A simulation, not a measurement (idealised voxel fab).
Documented hereafter: the process module known as voxel self aligned vias.
The cross-section on display is named cut; it measures 190 nm wide, and its cells are 5 nm squares.
A cross-section is a grid of square cells, given in bands from the top down. A band is one or more rows of cells. The band entry comprises the height of the band's top followed by the height of its bottom, expressed in nm, and subsequently the band's materials from left to right, each stated together with its width in nm. Where a single material is marked with the word "throughout", that material fills the band from edge to edge. The word "blank" represents empty space. Ref level 0: as-received wafer is one material below here. Bottom band extends down with no lower bound ("top 0, no bottom"). The expression "30 to 40" gives the width at the extremes of the band, the first number at its top row of cells and the second at its bottom row, with the width changing by equal amounts from each row to the next in between. For the purposes of this document, the phrase "left unchanged" attached to a step denotes that no cell within the cross-section was modified by that step. "Sealed internal voids" enumerates empty spaces isolated from the top, with no open way to it, that contain at least 8 cells, giving each as width x height at distance from the left edge, all three in nm. Past the settings on a step's line: simulator remark, on that step. What "overlay nm" on a step's line means: if the step has a mask, that mask lay this far to the right of its planned place, or, when the value is negative, to the left.

This section lists the process steps that were planned:
step 1: RECEIVE: material Si
step 2: CONFORMAL_DEP: material SiO2, thk nm 15
step 3: CONFORMAL_DEP: material SiCN, thk nm 5
step 4: DIRECTIONAL_DEP: material lowk, thk nm 25
step 5: PATTERN: tone open, mask id LINES, material resist, width nm 20, pitch nm 60, thk nm 20, overlay nm 0
step 6: DIRECTIONAL_ETCH: etch materials lowk, depth nm 25
step 7: STRIP: etch materials resist
step 8: CONFORMAL_DEP: material TiN, thk nm 5
step 9: FILL_DEP: material Ru, thk nm 10
step 10: CMP: height nm 45
step 11: SELECTIVE_ETCH: etch materials W Ru TiN, depth nm 10
step 12: FILL_DEP: material SiN, thk nm 5
step 13: CMP: height nm 45
step 14: DIRECTIONAL_DEP: material lowk, thk nm 20
step 15: PATTERN: tone open, mask id VIAS, material resist, width nm 40, pitch nm 60, thk nm 20, overlay nm 0
step 16: DIRECTIONAL_ETCH: etch materials lowk, depth nm 20
step 17: DIRECTIONAL_ETCH: etch materials SiN, depth nm 10
step 18: STRIP: etch materials resist
step 19: CONFORMAL_DEP: material TiN, thk nm 5
step 20: FILL_DEP: material Cu, thk nm 10
step 21: CMP: height nm 65
step 22: CONFORMAL_DEP: material SiN, thk nm 5
Variable across wafers: step 5 width nm (plan value is that of the first wafer; starting state common to all).

Cross-section of the first of several wafers as received (after step 1):
> top 0, no bottom  Si throughout
> Sealed internal voids: none

Here is how to read the rows: every wafer has a row, and it shows the wafer at the end of the module, giving for each material how many cells were gained (+) or lost (-) since the wafer was received, then listing its closed voids:
width nm 20, +66 Cu, +12 Ru, +38 SiCN, +38 SiN, +114 SiO2, +78 TiN, +186 lowk, Sealed internal voids: none
width nm 25, +72 Cu, +18 Ru, +38 SiCN, +38 SiN, +114 SiO2, +81 TiN, +171 lowk, Sealed internal voids: none
width nm 30, +78 Cu, +24 Ru, +38 SiCN, +38 SiN, +114 SiO2, +84 TiN, +156 lowk, Sealed internal voids: none
width nm 35, +84 Cu, +30 Ru, +38 SiCN, +38 SiN, +114 SiO2, +87 TiN, +141 lowk, Sealed internal voids: none
width nm 40, +90 Cu, +36 Ru, +38 SiCN, +38 SiN, +114 SiO2, +90 TiN, +126 lowk, Sealed internal voids: none
